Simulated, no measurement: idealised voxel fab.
Process module in this document: voxel gate over fins
Displayed cross-section: cut, width of 155 nm, square cells sized 5 nm.
Cross-section, as written here: a square-cell grid given band by band from the top down, where a band holds one or more rows of cells. Look at the band entry: it leads with the top's height and the bottom's height in nm. Then it lists the materials left to right, with a width in nm for each. The word "throughout" on a single material says that material fills the band edge to edge. The word "empty" is empty space. Height 0 is the level under which the wafer as received is all one material. The lowest band goes on downwards, as in "0 -> down". A width given as "30..40" starts at the first number in the band's top row and ends at the second number in its bottom row, shifting by an equal amount at every step from row to row. Basically "remains unaltered" means that step didn't change any cell in the cross-section. Entry "Enclosed cavities". Content: empty spaces with no open connection to the top, size 8 cells or greater. Each: width x height at distance. Distance: from left edge. Unit: nm. What comes after the settings on a step's line is commentary from the simulator itself on that step. overlay nm: mask right of planned place by this much (step with mask). Neg. = left.

Steps in the process plan
1,RECEIVE, material Si
2,CONFORMAL_DEP, material SiN, thk nm 10
3,DIRECTIONAL_DEP, material aC, thk nm 10
4,PATTERN, tone cover, mask id FINS, material resist, width nm 15, pitch nm 35, thk nm 30, overlay nm 0
5,DIRECTIONAL_ETCH, etch materials aC, depth nm 10
6,STRIP, etch materials resist
7,DIRECTIONAL_ETCH, etch materials SiN, depth nm 10
8,DIRECTIONAL_ETCH, etch materials Si, depth nm 40
9,STRIP, etch materials aC
10,FILL_DEP, material SiO2, thk nm 10
11,CMP, height nm 10
12,SELECTIVE_ETCH, etch materials SiO2, depth nm 20
13,STRIP, etch materials SiN
14,CONFORMAL_DEP, material HfO2, thk nm 5
15,CONFORMAL_DEP, material TiN, thk nm 5
16,CONFORMAL_DEP, material TiAl, thk nm 5
17,CONFORMAL_DEP, material TiN, thk nm 5
18,FILL_DEP, material W, thk nm 15
19,CMP, height nm 30
20,CONFORMAL_DEP, material SiN, thk nm 5

On the first of the two wafers: run conducted according to plan

Shown in cross-section is the wafer as received, that is, as it stands after step 1
    0 -> down  Si throughout
    Enclosed cavities: none

Take a look at the wafer's cross-section after step 2
    10 -> 0  SiN throughout
    Below a height of 0, the structure has not been altered.

Take a look at the wafer's cross-section after step 3
    20 -> 10  aC throughout
    Below a height of 10, the structure has not been altered.

Take a look at the wafer's cross-section after step 4
    50 -> 20  35 empty, 15 resist, 20 empty, 15 resist, 20 empty, 15 resist, 35 empty
    Below a height of 20, the structure has not been altered.

Take a look at the wafer's cross-section after step 5
    40 -> 20  35 empty, 15 resist, 20 empty, 15 resist, 20 empty, 15 resist, 35 empty
    20 -> 10  35 empty, 15 aC, 20 empty, 15 aC, 20 empty, 15 aC, 35 empty
    Below a height of 10, the structure has not been altered.

Take a look at the wafer's cross-section after step 6
    20 -> 10  35 empty, 15 aC, 20 empty, 15 aC, 20 empty, 15 aC, 35 empty
    Below a height of 10, the structure has not been altered.

Take a look at the wafer's cross-section after step 7
    20 -> 10  35 empty, 15 aC, 20 empty, 15 aC, 20 empty, 15 aC, 35 empty
    10 -> 0  35 empty, 15 SiN, 20 empty, 15 SiN, 20 empty, 15 SiN, 35 empty
    Below a height of 0, the structure has not been altered.

Take a look at the wafer's cross-section after step 8
    20 -> 10  35 empty, 15 aC, 20 empty, 15 aC, 20 empty, 15 aC, 35 empty
    10 -> 0  35 empty, 15 SiN, 20 empty, 15 SiN, 20 empty, 15 SiN, 35 empty
    0 -> -40  35 empty, 15 Si, 20 empty, 15 Si, 20 empty, 15 Si, 35 empty
    Below a height of -40, the structure has not been altered.

Take a look at the wafer's cross-section after step 9
    10 -> 0  35 empty, 15 SiN, 20 empty, 15 SiN, 20 empty, 15 SiN, 35 empty
    Below a height of 0, the structure has not been altered.

Take a look at the wafer's cross-section after step 10
    20 -> 10  SiO2 throughout
    10 -> 0  35 SiO2, 15 SiN, 20 SiO2, 15 SiN, 20 SiO2, 15 SiN, 35 SiO2
    0 -> -40  35 SiO2, 15 Si, 20 SiO2, 15 Si, 20 SiO2, 15 Si, 35 SiO2
    Below a height of -40, the structure has not been altered.

Take a look at the wafer's cross-section after step 11
    10 -> 0  35 SiO2, 15 SiN, 20 SiO2, 15 SiN, 20 SiO2, 15 SiN, 35 SiO2
    Below a height of 0, the structure has not been altered.

Take a look at the wafer's cross-section after step 12
    10 -> 0  35 empty, 15 SiN, 20 empty, 15 SiN, 20 empty, 15 SiN, 35 empty
    0 -> -10  35 empty, 15 Si, 20 empty, 15 Si, 20 empty, 15 Si, 35 empty
    Below a height of -10, the structure has not been altered.

Take a look at the wafer's cross-section after step 13
    0 -> -10  35 empty, 15 Si, 20 empty, 15 Si, 20 empty, 15 Si, 35 empty
    Below a height of -10, the structure has not been altered.

Take a look at the wafer's cross-section after step 14
    5 -> 0  30 empty, 25 HfO2, 10 empty, 25 HfO2, 10 empty, 25 HfO2, 30 empty
    0 -> -5  30 empty, 5 HfO2, 15 Si, 5 HfO2, 10 empty, 5 HfO2, 15 Si, 5 HfO2, 10 empty, 5 HfO2, 15 Si, 5 HfO2, 30 empty
    -5 -> -10  35 HfO2, 15 Si, 20 HfO2, 15 Si, 20 HfO2, 15 Si, 35 HfO2
    Below a height of -10, the structure has not been altered.

Take a look at the wafer's cross-section after step 15
    10 -> 5  25 empty, 105 TiN, 25 empty
    5 -> 0  25 empty, 5 TiN, 25 HfO2, 10 TiN, 25 HfO2, 10 TiN, 25 HfO2, 5 TiN, 25 empty
    0 -> -5  30 TiN, 5 HfO2, 15 Si, 5 HfO2, 10 TiN, 5 HfO2, 15 Si, 5 HfO2, 10 TiN, 5 HfO2, 15 Si, 5 HfO2, 30 TiN
    Below a height of -5, the structure has not been altered.

Take a look at the wafer's cross-section after step 16
    15 -> 10  20 empty, 115 TiAl, 20 empty
    10 -> 5  20 empty, 5 TiAl, 105 TiN, 5 TiAl, 20 empty
    5 -> 0  25 TiAl, 5 TiN, 25 HfO2, 10 TiN, 25 HfO2, 10 TiN, 25 HfO2, 5 TiN, 25 TiAl
    Below a height of 0, the structure has not been altered.

Take a look at the wafer's cross-section after step 17
    20 -> 15  15 empty, 125 TiN, 15 empty
    15 -> 10  15 empty, 5 TiN, 115 TiAl, 5 TiN, 15 empty
    10 -> 5  20 TiN, 5 TiAl, 105 TiN, 5 TiAl, 20 TiN
    Below a height of 5, the structure has not been altered.

Take a look at the wafer's cross-section after step 18
    35 -> 20  W throughout
    20 -> 15  15 W, 125 TiN, 15 W
    15 -> 10  15 W, 5 TiN, 115 TiAl, 5 TiN, 15 W
    Below a height of 10, the structure has not been altered.

Take a look at the wafer's cross-section after step 19
    30 -> 20  W throughout
    Below a height of 20, the structure has not been altered.

Take a look at the wafer's cross-section after step 20
    35 -> 30  SiN throughout
    Below a height of 30, the structure has not been altered.

Second wafer, same starting state and plan as the first, one mistake in the run, identical through step 3

The second wafer cut through, at the time step 4 was supposed to be finished
    50 -> 20  35 resist, 15 empty, 20 resist, 15 empty, 20 resist, 15 empty, 35 resist
    Below a height of 20, the structure has not been altered.

The second wafer cut through, at the time step 5 was supposed to be finished
    40 -> 20  35 resist, 15 empty, 20 resist, 15 empty, 20 resist, 15 empty, 35 resist
    20 -> 10  35 aC, 15 empty, 20 aC, 15 empty, 20 aC, 15 empty, 35 aC
    Below a height of 10, the structure has not been altered.

The second wafer cut through, at the time step 6 was supposed to be finished
    20 -> 10  35 aC, 15 empty, 20 aC, 15 empty, 20 aC, 15 empty, 35 aC
    Below a height of 10, the structure has not been altered.

The second wafer cut through, at the time step 7 was supposed to be finished
    20 -> 10  35 aC, 15 empty, 20 aC, 15 empty, 20 aC, 15 empty, 35 aC
    10 -> 0  35 SiN, 15 empty, 20 SiN, 15 empty, 20 SiN, 15 empty, 35 SiN
    Below a height of 0, the structure has not been altered.

The second wafer cut through, at the time step 8 was supposed to be finished
    20 -> 10  35 aC, 15 empty, 20 aC, 15 empty, 20 aC, 15 empty, 35 aC
    10 -> 0  35 SiN, 15 empty, 20 SiN, 15 empty, 20 SiN, 15 empty, 35 SiN
    0 -> -40  35 Si, 15 empty, 20 Si, 15 empty, 20 Si, 15 empty, 35 Si
    Below a height of -40, the structure has not been altered.

The second wafer cut through, at the time step 9 was supposed to be finished
    10 -> 0  35 SiN, 15 empty, 20 SiN, 15 empty, 20 SiN, 15 empty, 35 SiN
    Below a height of 0, the structure has not been altered.

The second wafer cut through, at the time step 10 was supposed to be finished
    20 -> 10  SiO2 throughout
    10 -> 0  35 SiN, 15 SiO2, 20 SiN, 15 SiO2, 20 SiN, 15 SiO2, 35 SiN
    0 -> -40  35 Si, 15 SiO2, 20 Si, 15 SiO2, 20 Si, 15 SiO2, 35 Si
    Below a height of -40, the structure has not been altered.

The second wafer cut through, at the time step 11 was supposed to be finished
    10 -> 0  35 SiN, 15 SiO2, 20 SiN, 15 SiO2, 20 SiN, 15 SiO2, 35 SiN
    Below a height of 0, the structure has not been altered.

The second wafer cut through, at the time step 12 was supposed to be finished
    10 -> 0  35 SiN, 15 empty, 20 SiN, 15 empty, 20 SiN, 15 empty, 35 SiN
    0 -> -10  35 Si, 15 empty, 20 Si, 15 empty, 20 Si, 15 empty, 35 Si
    Below a height of -10, the structure has not been altered.

The second wafer cut through, at the time step 13 was supposed to be finished
    0 -> -10  35 Si, 15 empty, 20 Si, 15 empty, 20 Si, 15 empty, 35 Si
    Below a height of -10, the structure has not been altered.

The second wafer cut through, at the time step 14 was supposed to be finished
    5 -> 0  40 HfO2, 5 empty, 30 HfO2, 5 empty, 30 HfO2, 5 empty, 40 HfO2
    0 -> -5  35 Si, 5 HfO2, 5 empty, 5 HfO2, 20 Si, 5 HfO2, 5 empty, 5 HfO2, 20 Si, 5 HfO2, 5 empty, 5 HfO2, 35 Si
    -5 -> -10  35 Si, 15 HfO2, 20 Si, 15 HfO2, 20 Si, 15 HfO2, 35 Si
    Below a height of -10, the structure has not been altered.

The second wafer cut through, at the time step 15 was supposed to be finished
    10 -> 5  TiN throughout
    5 -> 0  40 HfO2, 5 TiN, 30 HfO2, 5 TiN, 30 HfO2, 5 TiN, 40 HfO2
    0 -> -5  35 Si, 5 HfO2, 5 TiN, 5 HfO2, 20 Si, 5 HfO2, 5 TiN, 5 HfO2, 20 Si, 5 HfO2, 5 TiN, 5 HfO2, 35 Si
    Below a height of -5, the structure has not been altered.

The second wafer cut through, at the time step 16 was supposed to be finished
    15 -> 10  TiAl throughout
    Below a height of 10, the structure has not been altered.

The second wafer cut through, at the time step 17 was supposed to be finished
    20 -> 15  TiN throughout
    Below a height of 15, the structure has not been altered.

The second wafer cut through, at the time step 18 was supposed to be finished
    35 -> 20  W throughout
    Below a height of 20, the structure has not been altered.

The second wafer cut through, at the time step 19 was supposed to be finished
    30 -> 20  W throughout
    Below a height of 20, the structure has not been altered.

The second wafer cut through, at the time step 20 was supposed to be finished
    35 -> 30  SiN throughout
    Below a height of 30, the structure has not been altered.
Error vs. plan: step 4 ran with different settings than intended, the actual operation and settings being PATTERN, tone open, mask id FINS, material resist, width nm 15, pitch nm 35, thk nm 30, overlay nm 0
Count the cells at the end and the second wafer has more or fewer of some materials than the first: +104 Si | -78 SiO2 | -4 TiAl | -10 TiN | -12 W
